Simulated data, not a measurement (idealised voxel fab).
process module | voxel trench capacitor
cross-section cut | 165 nm wide | cells 5 nm
A cross-section is a grid of square cells, given in bands from the top down. A band is one or more rows of cells.
Each band's line starts with the height of the band's top and of its bottom, in nm. Then come its materials from left to right, each with its width in nm. One material with "throughout" fills the band from edge to edge. "air" is empty space.
Height 0 is the level under which the wafer as received is all one material. The lowest band goes on downwards, as in "0 down".
A width such as "30 to 40" changes by the same amount from each row of cells to the next, from the band's top row to its bottom row.
"no change" after a step means that no cell of the cross-section changed.
closed voids: empty space of 8 cells or more with no open way to the top, each as width x height at its distance from the left edge, in nm
after a step's settings: what the simulator itself notes on the step
overlay nm, on a step with a mask: how far to the right of its planned place the mask lay; to the left if negative
Each pair below shows a cross-section before one step and the cross-section after it, down to the lowest band that changed. The line under each pair gives the step between them, with its settings. The pairs can come from different runs of this module on the same starting wafer, so a pair continues from the pair above only where its "before" says so.
before
  0 down: Si throughout
  closed voids: none
after
  5 to 0: SiN throughout
  below 0: unchanged
  closed voids: none
the step between: op CONFORMAL_DEP | material SiN | thk nm 5
before: the cross-section after the pair above
after
  20 to 5: resist 50 | air 20 | resist 25 | air 20 | resist 50
  below 5: unchanged
  closed voids: none
the step between: op PATTERN | tone open | mask id TRENCH | material resist | width nm 20 | pitch nm 45 | thk nm 15 | overlay nm 0
before: the cross-section after the pair above
after
  20 to 5: resist 50 | air 20 | resist 25 | air 20 | resist 50
  5 to 0: SiN 50 | air 20 | SiN 25 | air 20 | SiN 50
  below 0: unchanged
  closed voids: none
the step between: op DIRECTIONAL_ETCH | etch materials SiN | depth nm 5
before: the cross-section after the pair above
after
  20 to 5: resist 50 | air 20 | resist 25 | air 20 | resist 50
  5 to 0: SiN 50 | air 20 | SiN 25 | air 20 | SiN 50
  0 to -25: Si 50 | air 20 | Si 25 | air 20 | Si 50
  below -25: unchanged
  closed voids: none
the step between: op DIRECTIONAL_ETCH | etch materials Si | depth nm 25
before: the cross-section after the pair above
after
  5 to 0: SiN 50 | air 20 | SiN 25 | air 20 | SiN 50
  below 0: unchanged
  closed voids: none
the step between: op STRIP | etch materials resist
before: the cross-section after the pair above
after
  10 to 5: SiO2 55 | air 10 | SiO2 35 | air 10 | SiO2 55
  5 to 0: SiN 50 | SiO2 5 | air 10 | SiO2 5 | SiN 25 | SiO2 5 | air 10 | SiO2 5 | SiN 50
  0 to -20: Si 50 | SiO2 5 | air 10 | SiO2 5 | Si 25 | SiO2 5 | air 10 | SiO2 5 | Si 50
  -20 to -25: Si 50 | SiO2 20 | Si 25 | SiO2 20 | Si 50
  below -25: unchanged
  closed voids: none
the step between: op CONFORMAL_DEP | material SiO2 | thk nm 5
before: the cross-section after the pair above
after
  20 to 10: polySi throughout
  10 to 5: SiO2 55 | polySi 10 | SiO2 35 | polySi 10 | SiO2 55
  5 to 0: SiN 50 | SiO2 5 | polySi 10 | SiO2 5 | SiN 25 | SiO2 5 | polySi 10 | SiO2 5 | SiN 50
  0 to -20: Si 50 | SiO2 5 | polySi 10 | SiO2 5 | Si 25 | SiO2 5 | polySi 10 | SiO2 5 | Si 50
  below -20: unchanged
  closed voids: none
the step between: op FILL_DEP | material polySi | thk nm 10
before: the cross-section after the pair above
after
  5 to 0: SiN 50 | SiO2 5 | polySi 10 | SiO2 5 | SiN 25 | SiO2 5 | polySi 10 | SiO2 5 | SiN 50
  below 0: unchanged
  closed voids: none
the step between: op CMP | height nm 5
before
  20 to 5: resist 50 | air 20 | resist 25 | air 20 | resist 50
  5 to 0: SiN 50 | air 20 | SiN 25 | air 20 | SiN 50
  0 to -25: Si 50 | air 20 | Si 25 | air 20 | Si 50
  -25 down: Si throughout
  closed voids: none
after
  20 to 5: resist 50 | air 20 | resist 25 | air 20 | resist 50
  5 to 0: SiN 50 | air 20 | SiN 25 | air 20 | SiN 50
  0 to -50: Si 50 | air 20 | Si 25 | air 20 | Si 50
  below -50: unchanged
  closed voids: none
the step between: op DIRECTIONAL_ETCH | etch materials Si | depth nm 25
before: the cross-section after the pair above
after
  5 to 0: SiN 50 | air 20 | SiN 25 | air 20 | SiN 50
  below 0: unchanged
  closed voids: none
the step between: op STRIP | etch materials resist
before: the cross-section after the pair above
after
  10 to 5: SiO2 55 | air 10 | SiO2 35 | air 10 | SiO2 55
  5 to 0: SiN 50 | SiO2 5 | air 10 | SiO2 5 | SiN 25 | SiO2 5 | air 10 | SiO2 5 | SiN 50
  0 to -45: Si 50 | SiO2 5 | air 10 | SiO2 5 | Si 25 | SiO2 5 | air 10 | SiO2 5 | Si 50
  -45 to -50: Si 50 | SiO2 20 | Si 25 | SiO2 20 | Si 50
  below -50: unchanged
  closed voids: none
the step between: op CONFORMAL_DEP | material SiO2 | thk nm 5
before: the cross-section after the pair above
after
  20 to 10: polySi throughout
  10 to 5: SiO2 55 | polySi 10 | SiO2 35 | polySi 10 | SiO2 55
  5 to 0: SiN 50 | SiO2 5 | polySi 10 | SiO2 5 | SiN 25 | SiO2 5 | polySi 10 | SiO2 5 | SiN 50
  0 to -45: Si 50 | SiO2 5 | polySi 10 | SiO2 5 | Si 25 | SiO2 5 | polySi 10 | SiO2 5 | Si 50
  below -45: unchanged
  closed voids: none
the step between: op FILL_DEP | material polySi | thk nm 10
before: the cross-section after the pair above
after
  5 to 0: SiN 50 | SiO2 5 | polySi 10 | SiO2 5 | SiN 25 | SiO2 5 | polySi 10 | SiO2 5 | SiN 50
  below 0: unchanged
  closed voids: none
the step between: op CMP | height nm 5
before
  20 to 5: resist 50 | air 20 | resist 25 | air 20 | resist 50
  5 to 0: SiN 50 | air 20 | SiN 25 | air 20 | SiN 50
  0 down: Si throughout
  closed voids: none
after
  5 to 0: SiN 50 | air 20 | SiN 25 | air 20 | SiN 50
  below 0: unchanged
  closed voids: none
the step between: op STRIP | etch materials resist
before: the cross-section after the pair above
after
  5 to 0: SiN 50 | air 20 | SiN 25 | air 20 | SiN 50
  0 to -25: Si 50 | air 20 | Si 25 | air 20 | Si 50
  below -25: unchanged
  closed voids: none
the step between: op DIRECTIONAL_ETCH | etch materials Si | depth nm 25
before
  20 to 5: resist 50 | air 20 | resist 25 | air 20 | resist 50
  5 to 0: SiN 50 | air 20 | SiN 25 | air 20 | SiN 50
  0 down: Si throughout
  closed voids: none
after
  20 to 5: resist 50 | air 20 | resist 25 | air 20 | resist 50
  5 to 0: SiN 50 | air 20 | SiN 25 | air 20 | SiN 50
  0 to -20: Si 50 | air 20 | Si 25 | air 20 | Si 50
  below -20: unchanged
  closed voids: none
the step between: op DIRECTIONAL_ETCH | etch materials Si | depth nm 20
before: the cross-section after the pair above
after
  5 to 0: SiN 50 | air 20 | SiN 25 | air 20 | SiN 50
  below 0: unchanged
  closed voids: none
the step between: op STRIP | etch materials resist
before: the cross-section after the pair above
after
  10 to 5: SiO2 55 | air 10 | SiO2 35 | air 10 | SiO2 55
  5 to 0: SiN 50 | SiO2 5 | air 10 | SiO2 5 | SiN 25 | SiO2 5 | air 10 | SiO2 5 | SiN 50
  0 to -15: Si 50 | SiO2 5 | air 10 | SiO2 5 | Si 25 | SiO2 5 | air 10 | SiO2 5 | Si 50
  -15 to -20: Si 50 | SiO2 20 | Si 25 | SiO2 20 | Si 50
  below -20: unchanged
  closed voids: none
the step between: op CONFORMAL_DEP | material SiO2 | thk nm 5
before: the cross-section after the pair above
after
  20 to 10: polySi throughout
  10 to 5: SiO2 55 | polySi 10 | SiO2 35 | polySi 10 | SiO2 55
  5 to 0: SiN 50 | SiO2 5 | polySi 10 | SiO2 5 | SiN 25 | SiO2 5 | polySi 10 | SiO2 5 | SiN 50
  0 to -15: Si 50 | SiO2 5 | polySi 10 | SiO2 5 | Si 25 | SiO2 5 | polySi 10 | SiO2 5 | Si 50
  below -15: unchanged
  closed voids: none
the step between: op FILL_DEP | material polySi | thk nm 10
before: the cross-section after the pair above
after
  5 to 0: SiN 50 | SiO2 5 | polySi 10 | SiO2 5 | SiN 25 | SiO2 5 | polySi 10 | SiO2 5 | SiN 50
  below 0: unchanged
  closed voids: none
the step between: op CMP | height nm 5
before
  5 to 0: SiN throughout
  0 down: Si throughout
  closed voids: none
after
  20 to 5: resist 45 | air 30 | resist 15 | air 30 | resist 45
  below 5: unchanged
  closed voids: none
the step between: op PATTERN | tone open | mask id TRENCH | material resist | width nm 30 | pitch nm 45 | thk nm 15 | overlay nm 0
before: the cross-section after the pair above
after
  20 to 5: resist 45 | air 30 | resist 15 | air 30 | resist 45
  5 to 0: SiN 45 | air 30 | SiN 15 | air 30 | SiN 45
  below 0: unchanged
  closed voids: none
the step between: op DIRECTIONAL_ETCH | etch materials SiN | depth nm 5
before: the cross-section after the pair above
after
  20 to 5: resist 45 | air 30 | resist 15 | air 30 | resist 45
  5 to 0: SiN 45 | air 30 | SiN 15 | air 30 | SiN 45
  0 to -25: Si 45 | air 30 | Si 15 | air 30 | Si 45
  below -25: unchanged
  closed voids: none
the step between: op DIRECTIONAL_ETCH | etch materials Si | depth nm 25
before: the cross-section after the pair above
after
  5 to 0: SiN 45 | air 30 | SiN 15 | air 30 | SiN 45
  below 0: unchanged
  closed voids: none
the step between: op STRIP | etch materials resist
before: the cross-section after the pair above
after
  10 to 5: SiO2 50 | air 20 | SiO2 25 | air 20 | SiO2 50
  5 to 0: SiN 45 | SiO2 5 | air 20 | SiO2 5 | SiN 15 | SiO2 5 | air 20 | SiO2 5 | SiN 45
  0 to -20: Si 45 | SiO2 5 | air 20 | SiO2 5 | Si 15 | SiO2 5 | air 20 | SiO2 5 | Si 45
  -20 to -25: Si 45 | SiO2 30 | Si 15 | SiO2 30 | Si 45
  below -25: unchanged
  closed voids: none
the step between: op CONFORMAL_DEP | material SiO2 | thk nm 5
before: the cross-section after the pair above
after
  20 to 10: polySi throughout
  10 to 5: SiO2 50 | polySi 20 | SiO2 25 | polySi 20 | SiO2 50
  5 to 0: SiN 45 | SiO2 5 | polySi 20 | SiO2 5 | SiN 15 | SiO2 5 | polySi 20 | SiO2 5 | SiN 45
  0 to -20: Si 45 | SiO2 5 | polySi 20 | SiO2 5 | Si 15 | SiO2 5 | polySi 20 | SiO2 5 | Si 45
  below -20: unchanged
  closed voids: none
the step between: op FILL_DEP | material polySi | thk nm 10
before: the cross-section after the pair above
after
  5 to 0: SiN 45 | SiO2 5 | polySi 20 | SiO2 5 | SiN 15 | SiO2 5 | polySi 20 | SiO2 5 | SiN 45
  below 0: unchanged
  closed voids: none
the step between: op CMP | height nm 5
before
  5 to 0: SiN throughout
  0 down: Si throughout
  closed voids: none
after
  20 to 5: resist 40 | air 20 | resist 25 | air 20 | resist 60
  below 5: unchanged
  closed voids: none
the step between: op PATTERN | tone open | mask id TRENCH | material resist | width nm 20 | pitch nm 45 | thk nm 15 | overlay nm -10
before: the cross-section after the pair above
after
  20 to 5: resist 40 | air 20 | resist 25 | air 20 | resist 60
  5 to 0: SiN 40 | air 20 | SiN 25 | air 20 | SiN 60
  below 0: unchanged
  closed voids: none
the step between: op DIRECTIONAL_ETCH | etch materials SiN | depth nm 5
before: the cross-section after the pair above
after
  20 to 5: resist 40 | air 20 | resist 25 | air 20 | resist 60
  5 to 0: SiN 40 | air 20 | SiN 25 | air 20 | SiN 60
  0 to -25: Si 40 | air 20 | Si 25 | air 20 | Si 60
  below -25: unchanged
  closed voids: none
the step between: op DIRECTIONAL_ETCH | etch materials Si | depth nm 25
before: the cross-section after the pair above
after
  5 to 0: SiN 40 | air 20 | SiN 25 | air 20 | SiN 60
  below 0: unchanged
  closed voids: none
the step between: op STRIP | etch materials resist
before: the cross-section after the pair above
after
  10 to 5: SiO2 45 | air 10 | SiO2 35 | air 10 | SiO2 65
  5 to 0: SiN 40 | SiO2 5 | air 10 | SiO2 5 | SiN 25 | SiO2 5 | air 10 | SiO2 5 | SiN 60
  0 to -20: Si 40 | SiO2 5 | air 10 | SiO2 5 | Si 25 | SiO2 5 | air 10 | SiO2 5 | Si 60
  -20 to -25: Si 40 | SiO2 20 | Si 25 | SiO2 20 | Si 60
  below -25: unchanged
  closed voids: none
the step between: op CONFORMAL_DEP | material SiO2 | thk nm 5
before: the cross-section after the pair above
after
  20 to 10: polySi throughout
  10 to 5: SiO2 45 | polySi 10 | SiO2 35 | polySi 10 | SiO2 65
  5 to 0: SiN 40 | SiO2 5 | polySi 10 | SiO2 5 | SiN 25 | SiO2 5 | polySi 10 | SiO2 5 | SiN 60
  0 to -20: Si 40 | SiO2 5 | polySi 10 | SiO2 5 | Si 25 | SiO2 5 | polySi 10 | SiO2 5 | Si 60
  below -20: unchanged
  closed voids: none
the step between: op FILL_DEP | material polySi | thk nm 10
before: the cross-section after the pair above
after
  5 to 0: SiN 40 | SiO2 5 | polySi 10 | SiO2 5 | SiN 25 | SiO2 5 | polySi 10 | SiO2 5 | SiN 60
  below 0: unchanged
  closed voids: none
the step between: op CMP | height nm 5
before
  0 down: Si throughout
  closed voids: none
after
  5 to 0: polySi throughout
  below 0: unchanged
  closed voids: none
the step between: op CONFORMAL_DEP | material polySi | thk nm 5
before: the cross-section after the pair above
after
  20 to 5: resist 50 | air 20 | resist 25 | air 20 | resist 50
  below 5: unchanged
  closed voids: none
the step between: op PATTERN | tone open | mask id TRENCH | material resist | width nm 20 | pitch nm 45 | thk nm 15 | overlay nm 0
before: the cross-section after the pair above
after
  20 to 5: resist 50 | air 20 | resist 25 | air 20 | resist 50
  5 to 0: polySi 50 | air 20 | polySi 25 | air 20 | polySi 50
  0 to -20: Si 50 | air 20 | Si 25 | air 20 | Si 50
  below -20: unchanged
  closed voids: none
the step between: op DIRECTIONAL_ETCH | etch materials Si | depth nm 25
before: the cross-section after the pair above
after
  5 to 0: polySi 50 | air 20 | polySi 25 | air 20 | polySi 50
  below 0: unchanged
  closed voids: none
the step between: op STRIP | etch materials resist
before: the cross-section after the pair above
after
  10 to 5: SiO2 55 | air 10 | SiO2 35 | air 10 | SiO2 55
  5 to 0: polySi 50 | SiO2 5 | air 10 | SiO2 5 | polySi 25 | SiO2 5 | air 10 | SiO2 5 | polySi 50
  0 to -15: Si 50 | SiO2 5 | air 10 | SiO2 5 | Si 25 | SiO2 5 | air 10 | SiO2 5 | Si 50
  -15 to -20: Si 50 | SiO2 20 | Si 25 | SiO2 20 | Si 50
  below -20: unchanged
  closed voids: none
the step between: op CONFORMAL_DEP | material SiO2 | thk nm 5
before: the cross-section after the pair above
after
  20 to 10: polySi throughout
  10 to 5: SiO2 55 | polySi 10 | SiO2 35 | polySi 10 | SiO2 55
  5 to 0: polySi 50 | SiO2 5 | polySi 10 | SiO2 5 | polySi 25 | SiO2 5 | polySi 10 | SiO2 5 | polySi 50
  0 to -15: Si 50 | SiO2 5 | polySi 10 | SiO2 5 | Si 25 | SiO2 5 | polySi 10 | SiO2 5 | Si 50
  below -15: unchanged
  closed voids: none
the step between: op FILL_DEP | material polySi | thk nm 10
before: the cross-section after the pair above
after
  5 to 0: polySi 50 | SiO2 5 | polySi 10 | SiO2 5 | polySi 25 | SiO2 5 | polySi 10 | SiO2 5 | polySi 50
  below 0: unchanged
  closed voids: none
the step between: op CMP | height nm 5
before
  5 to 0: SiN throughout
  0 down: Si throughout
  closed voids: none
after
  20 to 5: air 50 | resist 20 | air 25 | resist 20 | air 50
  below 5: unchanged
  closed voids: none
the step between: op PATTERN | tone cover | mask id TRENCH | material resist | width nm 20 | pitch nm 45 | thk nm 15 | overlay nm 0
before: the cross-section after the pair above
after
  20 to 5: air 50 | resist 20 | air 25 | resist 20 | air 50
  5 to 0: air 50 | SiN 20 | air 25 | SiN 20 | air 50
  below 0: unchanged
  closed voids: none
the step between: op DIRECTIONAL_ETCH | etch materials SiN | depth nm 5
before: the cross-section after the pair above
after
  20 to 5: air 50 | resist 20 | air 25 | resist 20 | air 50
  5 to 0: air 50 | SiN 20 | air 25 | SiN 20 | air 50
  0 to -25: air 50 | Si 20 | air 25 | Si 20 | air 50
  below -25: unchanged
  closed voids: none
the step between: op DIRECTIONAL_ETCH | etch materials Si | depth nm 25
before: the cross-section after the pair above
after
  5 to 0: air 50 | SiN 20 | air 25 | SiN 20 | air 50
  below 0: unchanged
  closed voids: none
the step between: op STRIP | etch materials resist
before: the cross-section after the pair above
after
  10 to 5: air 45 | SiO2 30 | air 15 | SiO2 30 | air 45
  5 to 0: air 45 | SiO2 5 | SiN 20 | SiO2 5 | air 15 | SiO2 5 | SiN 20 | SiO2 5 | air 45
  0 to -20: air 45 | SiO2 5 | Si 20 | SiO2 5 | air 15 | SiO2 5 | Si 20 | SiO2 5 | air 45
  -20 to -25: SiO2 50 | Si 20 | SiO2 25 | Si 20 | SiO2 50
  below -25: unchanged
  closed voids: none
the step between: op CONFORMAL_DEP | material SiO2 | thk nm 5
before: the cross-section after the pair above
after
  20 to 10: polySi throughout
  10 to 5: polySi 45 | SiO2 30 | polySi 15 | SiO2 30 | polySi 45
  5 to 0: polySi 45 | SiO2 5 | SiN 20 | SiO2 5 | polySi 15 | SiO2 5 | SiN 20 | SiO2 5 | polySi 45
  0 to -20: polySi 45 | SiO2 5 | Si 20 | SiO2 5 | polySi 15 | SiO2 5 | Si 20 | SiO2 5 | polySi 45
  below -20: unchanged
  closed voids: none
the step between: op FILL_DEP | material polySi | thk nm 10
before: the cross-section after the pair above
after
  5 to 0: polySi 45 | SiO2 5 | SiN 20 | SiO2 5 | polySi 15 | SiO2 5 | SiN 20 | SiO2 5 | polySi 45
  below 0: unchanged
  closed voids: none
the step between: op CMP | height nm 5
